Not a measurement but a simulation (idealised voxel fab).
process module | voxel transistor to metal
cross-section cut | 185 nm wide | cells 5 nm
A cross-section is a grid of square cells, given in bands from the top down. A band is one or more rows of cells.
Each band's line starts with the height of the band's top and of its bottom, in nm. Then come its materials from left to right, each with its width in nm. One material with "throughout" fills the band from edge to edge. "air" is empty space.
Height 0 is the level under which the wafer as received is all one material. The lowest band goes on downwards, as in "0 down".
A width such as "30 to 40" changes by the same amount from each row of cells to the next, from the band's top row to its bottom row.
"no change" after a step means that no cell of the cross-section changed.
closed voids: empty space of 8 cells or more with no open way to the top, each as width x height at its distance from the left edge, in nm
after a step's settings: what the simulator itself notes on the step
overlay nm, on a step with a mask: how far to the right of its planned place the mask lay; to the left if negative
plan
1 op RECEIVE | material Si
2 op OXIDIZE | depth nm 5
3 op CONFORMAL_DEP | material SiN | thk nm 10
4 op DIRECTIONAL_DEP | material aC | thk nm 10
5 op PATTERN | tone cover | mask id ACTIVE | material resist | width nm 95 | thk nm 30 | overlay nm 0
6 op DIRECTIONAL_ETCH | etch materials aC | depth nm 10
7 op STRIP | etch materials resist
8 op DIRECTIONAL_ETCH | etch materials SiN | depth nm 10
9 op DIRECTIONAL_ETCH | etch materials SiO2 | depth nm 5
10 op DIRECTIONAL_ETCH | etch materials Si | depth nm 25
11 op STRIP | etch materials aC
12 op FILL_DEP | material SiO2 | thk nm 10
13 op CMP | height nm 10
14 op SELECTIVE_ETCH | etch materials SiO2 | depth nm 5
15 op STRIP | etch materials SiN
16 op SELECTIVE_ETCH | etch materials SiO2 | depth nm 5
17 op OXIDIZE | depth nm 5
18 op DIRECTIONAL_DEP | material polySi | thk nm 20
19 op DIRECTIONAL_DEP | material SiCN | thk nm 15
20 op DIRECTIONAL_DEP | material aC | thk nm 10
21 op PATTERN | tone cover | mask id GATE | material resist | width nm 25 | thk nm 30 | overlay nm 0
22 op DIRECTIONAL_ETCH | etch materials aC | depth nm 10
23 op STRIP | etch materials resist
24 op DIRECTIONAL_ETCH | etch materials SiCN | depth nm 25
25 op DIRECTIONAL_ETCH | etch materials polySi | depth nm 30
26 op STRIP | etch materials aC
27 op CONFORMAL_DEP | material SiN | thk nm 10
28 op DIRECTIONAL_ETCH | etch materials SiN | depth nm 10
29 op DIRECTIONAL_ETCH | etch materials SiO2 | depth nm 5
30 op EPI | material nSi | thk nm 5
31 op FILL_DEP | material SiO2 | thk nm 5
32 op CMP | height nm 15
33 op STRIP | etch materials polySi
34 op SELECTIVE_ETCH | etch materials SiO2 | depth nm 5
35 op CONFORMAL_DEP | material HfO2 | thk nm 5
36 op CONFORMAL_DEP | material TiN | thk nm 5
37 op FILL_DEP | material W | thk nm 10
38 op CMP | height nm 10
39 op DIRECTIONAL_DEP | material SiO2 | thk nm 15
40 op DIRECTIONAL_DEP | material aC | thk nm 10
41 op PATTERN | tone open | mask id CONTACT | material resist | width nm 15 | pitch nm 70 | thk nm 30 | overlay nm 0
42 op DIRECTIONAL_ETCH | etch materials aC | depth nm 10
43 op STRIP | etch materials resist
44 op DIRECTIONAL_ETCH | etch materials SiO2 | depth nm 30
45 op STRIP | etch materials aC
46 op CONFORMAL_DEP | material TiN | thk nm 5
47 op FILL_DEP | material W | thk nm 5
48 op CMP | height nm 25
49 op DIRECTIONAL_DEP | material TiN | thk nm 5
50 op DIRECTIONAL_DEP | material W | thk nm 15
51 op DIRECTIONAL_DEP | material aC | thk nm 15
52 op PATTERN | tone cover | mask id METAL_1 | material resist | width nm 15 | pitch nm 70 | thk nm 35 | overlay nm 0
53 op DIRECTIONAL_ETCH | etch materials aC | depth nm 15
54 op STRIP | etch materials resist
55 op DIRECTIONAL_ETCH | etch materials W | depth nm 15
56 op DIRECTIONAL_ETCH | etch materials TiN | depth nm 5
57 op STRIP | etch materials aC
58 op FILL_DEP | material lowk | thk nm 10
59 op CMP | height nm 45
60 op CONFORMAL_DEP | material SiCN | thk nm 5
61 op DIRECTIONAL_DEP | material SiO2 | thk nm 35
62 op PATTERN | tone open | mask id METAL_2 | material resist | width nm 15 | pitch nm 70 | thk nm 20 | overlay nm 0
63 op DIRECTIONAL_ETCH | etch materials SiO2 | depth nm 20
64 op STRIP | etch materials resist
65 op MASKED_ETCH | tone open | mask id METAL_2_HOLES | width nm 15 | pitch nm 70 | etch materials SiO2 | depth nm 15 | overlay nm 0
66 op MASKED_ETCH | tone open | mask id METAL_2_HOLES | width nm 15 | pitch nm 70 | etch materials SiCN | depth nm 5 | overlay nm 0
67 op CONFORMAL_DEP | material TiN | thk nm 5
68 op FILL_DEP | material Cu | thk nm 10
69 op CMP | height nm 85
70 op CONFORMAL_DEP | material SiCN | thk nm 5
first wafer, as planned
as received, after step 1
  0 down: Si throughout
  closed voids: none
after step 2
  0 to -5: SiO2 throughout
  below -5: unchanged
after step 3
  10 to 0: SiN throughout
  below 0: unchanged
after step 4
  20 to 10: aC throughout
  below 10: unchanged
after step 5
  50 to 20: air 45 | resist 95 | air 45
  below 20: unchanged
after step 6
  40 to 20: air 45 | resist 95 | air 45
  20 to 10: air 45 | aC 95 | air 45
  below 10: unchanged
after step 7
  20 to 10: air 45 | aC 95 | air 45
  below 10: unchanged
after step 8
  20 to 10: air 45 | aC 95 | air 45
  10 to 0: air 45 | SiN 95 | air 45
  below 0: unchanged
after step 9
  20 to 10: air 45 | aC 95 | air 45
  10 to 0: air 45 | SiN 95 | air 45
  0 to -5: air 45 | SiO2 95 | air 45
  below -5: unchanged
after step 10
  20 to 10: air 45 | aC 95 | air 45
  10 to 0: air 45 | SiN 95 | air 45
  0 to -5: air 45 | SiO2 95 | air 45
  -5 to -30: air 45 | Si 95 | air 45
  below -30: unchanged
after step 11
  10 to 0: air 45 | SiN 95 | air 45
  below 0: unchanged
after step 12
  20 to 10: SiO2 throughout
  10 to 0: SiO2 45 | SiN 95 | SiO2 45
  0 to -5: SiO2 throughout
  -5 to -30: SiO2 45 | Si 95 | SiO2 45
  below -30: unchanged
after step 13
  10 to 0: SiO2 45 | SiN 95 | SiO2 45
  below 0: unchanged
after step 14
  10 to 5: air 45 | SiN 95 | air 45
  below 5: unchanged
after step 15
  5 to 0: SiO2 45 | air 95 | SiO2 45
  below 0: unchanged
after step 16
  0 to -5: SiO2 40 | air 105 | SiO2 40
  below -5: unchanged
after step 17
  0 to -5: SiO2 40 | air 105 | SiO2 40
  -5 to -10: SiO2 throughout
  below -10: unchanged
after step 18
  20 to 15: polySi 40 | air 105 | polySi 40
  15 to 0: polySi throughout
  0 to -5: SiO2 40 | polySi 105 | SiO2 40
  below -5: unchanged
after step 19
  35 to 30: SiCN 40 | air 105 | SiCN 40
  30 to 20: SiCN throughout
  20 to 15: polySi 40 | SiCN 105 | polySi 40
  below 15: unchanged
after step 20
  45 to 40: aC 40 | air 105 | aC 40
  40 to 35: aC throughout
  35 to 30: SiCN 40 | aC 105 | SiCN 40
  below 30: unchanged
after step 21
  75 to 45: air 80 | resist 25 | air 80
  45 to 40: aC 40 | air 40 | resist 25 | air 40 | aC 40
  below 40: unchanged
after step 22
  65 to 40: air 80 | resist 25 | air 80
  40 to 35: air 80 | aC 25 | air 80
  35 to 30: SiCN 40 | air 40 | aC 25 | air 40 | SiCN 40
  below 30: unchanged
after step 23
  40 to 35: air 80 | aC 25 | air 80
  below 35: unchanged
after step 24
  40 to 30: air 80 | aC 25 | air 80
  30 to 20: air 80 | SiCN 25 | air 80
  20 to 15: polySi 40 | air 40 | SiCN 25 | air 40 | polySi 40
  below 15: unchanged
after step 25
  40 to 30: air 80 | aC 25 | air 80
  30 to 15: air 80 | SiCN 25 | air 80
  15 to 0: air 80 | polySi 25 | air 80
  0 to -5: SiO2 40 | air 40 | polySi 25 | air 40 | SiO2 40
  below -5: unchanged
after step 26
  30 to 15: air 80 | SiCN 25 | air 80
  below 15: unchanged
after step 27
  40 to 30: air 70 | SiN 45 | air 70
  30 to 15: air 70 | SiN 10 | SiCN 25 | SiN 10 | air 70
  15 to 10: air 70 | SiN 10 | polySi 25 | SiN 10 | air 70
  10 to 5: SiN 50 | air 20 | SiN 10 | polySi 25 | SiN 10 | air 20 | SiN 50
  5 to 0: SiN 80 | polySi 25 | SiN 80
  0 to -5: SiO2 40 | SiN 40 | polySi 25 | SiN 40 | SiO2 40
  below -5: unchanged
after step 28
  30 to 15: air 70 | SiN 10 | SiCN 25 | SiN 10 | air 70
  15 to 0: air 70 | SiN 10 | polySi 25 | SiN 10 | air 70
  0 to -5: SiO2 40 | SiN 10 | air 20 | SiN 10 | polySi 25 | SiN 10 | air 20 | SiN 10 | SiO2 40
  below -5: unchanged
after step 29
  30 to 15: air 70 | SiN 10 | SiCN 25 | SiN 10 | air 70
  15 to 0: air 70 | SiN 10 | polySi 25 | SiN 10 | air 70
  0 to -5: air 40 | SiN 10 | air 20 | SiN 10 | polySi 25 | SiN 10 | air 20 | SiN 10 | air 40
  -5 to -10: SiO2 50 | air 20 | SiO2 45 | air 20 | SiO2 50
  below -10: unchanged
after step 30
  30 to 15: air 70 | SiN 10 | SiCN 25 | SiN 10 | air 70
  15 to 0: air 70 | SiN 10 | polySi 25 | SiN 10 | air 70
  0 to -5: air 40 | SiN 10 | air 20 | SiN 10 | polySi 25 | SiN 10 | air 20 | SiN 10 | air 40
  -5 to -10: SiO2 50 | nSi 20 | SiO2 45 | nSi 20 | SiO2 50
  below -10: unchanged
after step 31
  35 to 30: SiO2 throughout
  30 to 15: SiO2 70 | SiN 10 | SiCN 25 | SiN 10 | SiO2 70
  15 to 0: SiO2 70 | SiN 10 | polySi 25 | SiN 10 | SiO2 70
  0 to -5: SiO2 40 | SiN 10 | SiO2 20 | SiN 10 | polySi 25 | SiN 10 | SiO2 20 | SiN 10 | SiO2 40
  below -5: unchanged
after step 32
  15 to 0: SiO2 70 | SiN 10 | polySi 25 | SiN 10 | SiO2 70
  below 0: unchanged
after step 33
  15 to 0: SiO2 70 | SiN 10 | air 25 | SiN 10 | SiO2 70
  0 to -5: SiO2 40 | SiN 10 | SiO2 20 | SiN 10 | air 25 | SiN 10 | SiO2 20 | SiN 10 | SiO2 40
  below -5: unchanged
after step 34
  15 to 10: air 70 | SiN 10 | air 25 | SiN 10 | air 70
  10 to 0: SiO2 70 | SiN 10 | air 25 | SiN 10 | SiO2 70
  0 to -5: SiO2 40 | SiN 10 | SiO2 20 | SiN 10 | air 25 | SiN 10 | SiO2 20 | SiN 10 | SiO2 40
  -5 to -10: SiO2 50 | nSi 20 | SiO2 5 | air 35 | SiO2 5 | nSi 20 | SiO2 50
  below -10: unchanged
after step 35
  20 to 15: air 65 | HfO2 20 | air 15 | HfO2 20 | air 65
  15 to 10: HfO2 70 | SiN 10 | HfO2 5 | air 15 | HfO2 5 | SiN 10 | HfO2 70
  10 to 0: SiO2 70 | SiN 10 | HfO2 5 | air 15 | HfO2 5 | SiN 10 | SiO2 70
  0 to -5: SiO2 40 | SiN 10 | SiO2 20 | SiN 10 | HfO2 5 | air 15 | HfO2 5 | SiN 10 | SiO2 20 | SiN 10 | SiO2 40
  -5 to -10: SiO2 50 | nSi 20 | SiO2 5 | HfO2 35 | SiO2 5 | nSi 20 | SiO2 50
  below -10: unchanged
after step 36
  25 to 20: air 60 | TiN 30 | air 5 | TiN 30 | air 60
  20 to 15: TiN 65 | HfO2 20 | TiN 5 | air 5 | TiN 5 | HfO2 20 | TiN 65
  15 to 10: HfO2 70 | SiN 10 | HfO2 5 | TiN 5 | air 5 | TiN 5 | HfO2 5 | SiN 10 | HfO2 70
  10 to 0: SiO2 70 | SiN 10 | HfO2 5 | TiN 5 | air 5 | TiN 5 | HfO2 5 | SiN 10 | SiO2 70
  0 to -5: SiO2 40 | SiN 10 | SiO2 20 | SiN 10 | HfO2 5 | TiN 15 | HfO2 5 | SiN 10 | SiO2 20 | SiN 10 | SiO2 40
  below -5: unchanged
after step 37
  35 to 25: W throughout
  25 to 20: W 60 | TiN 30 | W 5 | TiN 30 | W 60
  20 to 15: TiN 65 | HfO2 20 | TiN 5 | W 5 | TiN 5 | HfO2 20 | TiN 65
  15 to 10: HfO2 70 | SiN 10 | HfO2 5 | TiN 5 | W 5 | TiN 5 | HfO2 5 | SiN 10 | HfO2 70
  10 to 0: SiO2 70 | SiN 10 | HfO2 5 | TiN 5 | W 5 | TiN 5 | HfO2 5 | SiN 10 | SiO2 70
  below 0: unchanged
after step 38
  10 to 0: SiO2 70 | SiN 10 | HfO2 5 | TiN 5 | W 5 | TiN 5 | HfO2 5 | SiN 10 | SiO2 70
  below 0: unchanged
after step 39
  25 to 10: SiO2 throughout
  below 10: unchanged
after step 40
  35 to 25: aC throughout
  below 25: unchanged
after step 41
  65 to 35: resist 50 | air 15 | resist 55 | air 15 | resist 50
  below 35: unchanged
after step 42
  55 to 35: resist 50 | air 15 | resist 55 | air 15 | resist 50
  35 to 25: aC 50 | air 15 | aC 55 | air 15 | aC 50
  below 25: unchanged
after step 43
  35 to 25: aC 50 | air 15 | aC 55 | air 15 | aC 50
  below 25: unchanged
after step 44
  35 to 25: aC 50 | air 15 | aC 55 | air 15 | aC 50
  25 to 10: SiO2 50 | air 15 | SiO2 55 | air 15 | SiO2 50
  10 to 0: SiO2 50 | air 15 | SiO2 5 | SiN 10 | HfO2 5 | TiN 5 | W 5 | TiN 5 | HfO2 5 | SiN 10 | SiO2 5 | air 15 | SiO2 50
  0 to -5: SiO2 40 | SiN 10 | air 15 | SiO2 5 | SiN 10 | HfO2 5 | TiN 15 | HfO2 5 | SiN 10 | SiO2 5 | air 15 | SiN 10 | SiO2 40
  below -5: unchanged
after step 45
  25 to 10: SiO2 50 | air 15 | SiO2 55 | air 15 | SiO2 50
  below 10: unchanged
after step 46
  30 to 25: TiN 55 | air 5 | TiN 65 | air 5 | TiN 55
  25 to 10: SiO2 50 | TiN 5 | air 5 | TiN 5 | SiO2 55 | TiN 5 | air 5 | TiN 5 | SiO2 50
  10 to 0: SiO2 50 | TiN 5 | air 5 | TiN 5 | SiO2 5 | SiN 10 | HfO2 5 | TiN 5 | W 5 | TiN 5 | HfO2 5 | SiN 10 | SiO2 5 | TiN 5 | air 5 | TiN 5 | SiO2 50
  0 to -5: SiO2 40 | SiN 10 | TiN 15 | SiO2 5 | SiN 10 | HfO2 5 | TiN 15 | HfO2 5 | SiN 10 | SiO2 5 | TiN 15 | SiN 10 | SiO2 40
  below -5: unchanged
after step 47
  35 to 30: W throughout
  30 to 25: TiN 55 | W 5 | TiN 65 | W 5 | TiN 55
  25 to 10: SiO2 50 | TiN 5 | W 5 | TiN 5 | SiO2 55 | TiN 5 | W 5 | TiN 5 | SiO2 50
  10 to 0: SiO2 50 | TiN 5 | W 5 | TiN 5 | SiO2 5 | SiN 10 | HfO2 5 | TiN 5 | W 5 | TiN 5 | HfO2 5 | SiN 10 | SiO2 5 | TiN 5 | W 5 | TiN 5 | SiO2 50
  below 0: unchanged
after step 48
  25 to 10: SiO2 50 | TiN 5 | W 5 | TiN 5 | SiO2 55 | TiN 5 | W 5 | TiN 5 | SiO2 50
  below 10: unchanged
after step 49
  30 to 25: TiN throughout
  below 25: unchanged
after step 50
  45 to 30: W throughout
  below 30: unchanged
after step 51
  60 to 45: aC throughout
  below 45: unchanged
after step 52
  95 to 60: air 50 | resist 15 | air 55 | resist 15 | air 50
  below 60: unchanged
after step 53
  80 to 60: air 50 | resist 15 | air 55 | resist 15 | air 50
  60 to 45: air 50 | aC 15 | air 55 | aC 15 | air 50
  below 45: unchanged
after step 54
  60 to 45: air 50 | aC 15 | air 55 | aC 15 | air 50
  below 45: unchanged
after step 55
  60 to 45: air 50 | aC 15 | air 55 | aC 15 | air 50
  45 to 30: air 50 | W 15 | air 55 | W 15 | air 50
  below 30: unchanged
after step 56
  60 to 45: air 50 | aC 15 | air 55 | aC 15 | air 50
  45 to 30: air 50 | W 15 | air 55 | W 15 | air 50
  30 to 25: air 50 | TiN 15 | air 55 | TiN 15 | air 50
  below 25: unchanged
after step 57
  45 to 30: air 50 | W 15 | air 55 | W 15 | air 50
  below 30: unchanged
after step 58
  55 to 45: lowk throughout
  45 to 30: lowk 50 | W 15 | lowk 55 | W 15 | lowk 50
  30 to 25: lowk 50 | TiN 15 | lowk 55 | TiN 15 | lowk 50
  below 25: unchanged
after step 59
  45 to 30: lowk 50 | W 15 | lowk 55 | W 15 | lowk 50
  below 30: unchanged
after step 60
  50 to 45: SiCN throughout
  below 45: unchanged
after step 61
  85 to 50: SiO2 throughout
  below 50: unchanged
after step 62
  105 to 85: resist 50 | air 15 | resist 55 | air 15 | resist 50
  below 85: unchanged
after step 63
  105 to 85: resist 50 | air 15 | resist 55 | air 15 | resist 50
  85 to 65: SiO2 50 | air 15 | SiO2 55 | air 15 | SiO2 50
  below 65: unchanged
after step 64
  85 to 65: SiO2 50 | air 15 | SiO2 55 | air 15 | SiO2 50
  below 65: unchanged
after step 65
  85 to 50: SiO2 50 | air 15 | SiO2 55 | air 15 | SiO2 50
  below 50: unchanged
after step 66
  85 to 50: SiO2 50 | air 15 | SiO2 55 | air 15 | SiO2 50
  50 to 45: SiCN 50 | air 15 | SiCN 55 | air 15 | SiCN 50
  below 45: unchanged
after step 67
  90 to 85: TiN 55 | air 5 | TiN 65 | air 5 | TiN 55
  85 to 50: SiO2 50 | TiN 5 | air 5 | TiN 5 | SiO2 55 | TiN 5 | air 5 | TiN 5 | SiO2 50
  50 to 45: SiCN 50 | TiN 15 | SiCN 55 | TiN 15 | SiCN 50
  below 45: unchanged
after step 68
  100 to 90: Cu throughout
  90 to 85: TiN 55 | Cu 5 | TiN 65 | Cu 5 | TiN 55
  85 to 50: SiO2 50 | TiN 5 | Cu 5 | TiN 5 | SiO2 55 | TiN 5 | Cu 5 | TiN 5 | SiO2 50
  below 50: unchanged
after step 69
  85 to 50: SiO2 50 | TiN 5 | Cu 5 | TiN 5 | SiO2 55 | TiN 5 | Cu 5 | TiN 5 | SiO2 50
  below 50: unchanged
after step 70
  90 to 85: SiCN throughout
  below 85: unchanged
second wafer: like start, like plan, one mistake. Through step 48 it matches the first wafer
when step 49 should have ended
  40 to 25: W throughout
  below 25: unchanged
when step 50 should have ended
  45 to 40: TiN throughout
  below 40: unchanged
when step 51 should have ended
  60 to 45: aC throughout
  below 45: unchanged
when step 52 should have ended
  95 to 60: air 50 | resist 15 | air 55 | resist 15 | air 50
  below 60: unchanged
when step 53 should have ended
  80 to 60: air 50 | resist 15 | air 55 | resist 15 | air 50
  60 to 45: air 50 | aC 15 | air 55 | aC 15 | air 50
  below 45: unchanged
when step 54 should have ended
  60 to 45: air 50 | aC 15 | air 55 | aC 15 | air 50
  below 45: unchanged
when step 55 should have ended: no change
when step 56 should have ended
  60 to 45: air 50 | aC 15 | air 55 | aC 15 | air 50
  45 to 40: air 50 | TiN 15 | air 55 | TiN 15 | air 50
  below 40: unchanged
when step 57 should have ended
  45 to 40: air 50 | TiN 15 | air 55 | TiN 15 | air 50
  below 40: unchanged
when step 58 should have ended
  55 to 45: lowk throughout
  45 to 40: lowk 50 | TiN 15 | lowk 55 | TiN 15 | lowk 50
  below 40: unchanged
when step 59 should have ended
  45 to 40: lowk 50 | TiN 15 | lowk 55 | TiN 15 | lowk 50
  below 40: unchanged
when step 60 should have ended
  50 to 45: SiCN throughout
  below 45: unchanged
when step 61 should have ended
  85 to 50: SiO2 throughout
  below 50: unchanged
when step 62 should have ended
  105 to 85: resist 50 | air 15 | resist 55 | air 15 | resist 50
  below 85: unchanged
when step 63 should have ended
  105 to 85: resist 50 | air 15 | resist 55 | air 15 | resist 50
  85 to 65: SiO2 50 | air 15 | SiO2 55 | air 15 | SiO2 50
  below 65: unchanged
when step 64 should have ended
  85 to 65: SiO2 50 | air 15 | SiO2 55 | air 15 | SiO2 50
  below 65: unchanged
when step 65 should have ended
  85 to 50: SiO2 50 | air 15 | SiO2 55 | air 15 | SiO2 50
  below 50: unchanged
when step 66 should have ended
  85 to 50: SiO2 50 | air 15 | SiO2 55 | air 15 | SiO2 50
  50 to 45: SiCN 50 | air 15 | SiCN 55 | air 15 | SiCN 50
  below 45: unchanged
when step 67 should have ended
  90 to 85: TiN 55 | air 5 | TiN 65 | air 5 | TiN 55
  85 to 50: SiO2 50 | TiN 5 | air 5 | TiN 5 | SiO2 55 | TiN 5 | air 5 | TiN 5 | SiO2 50
  50 to 45: SiCN 50 | TiN 15 | SiCN 55 | TiN 15 | SiCN 50
  below 45: unchanged
when step 68 should have ended
  100 to 90: Cu throughout
  90 to 85: TiN 55 | Cu 5 | TiN 65 | Cu 5 | TiN 55
  85 to 50: SiO2 50 | TiN 5 | Cu 5 | TiN 5 | SiO2 55 | TiN 5 | Cu 5 | TiN 5 | SiO2 50
  below 50: unchanged
when step 69 should have ended
  85 to 50: SiO2 50 | TiN 5 | Cu 5 | TiN 5 | SiO2 55 | TiN 5 | Cu 5 | TiN 5 | SiO2 50
  below 50: unchanged
when step 70 should have ended
  90 to 85: SiCN throughout
  below 85: unchanged
what went wrong: steps 49 and 50 were swapped
at the end the second wafer has, in cells: 93 more of W | 93 fewer of lowk
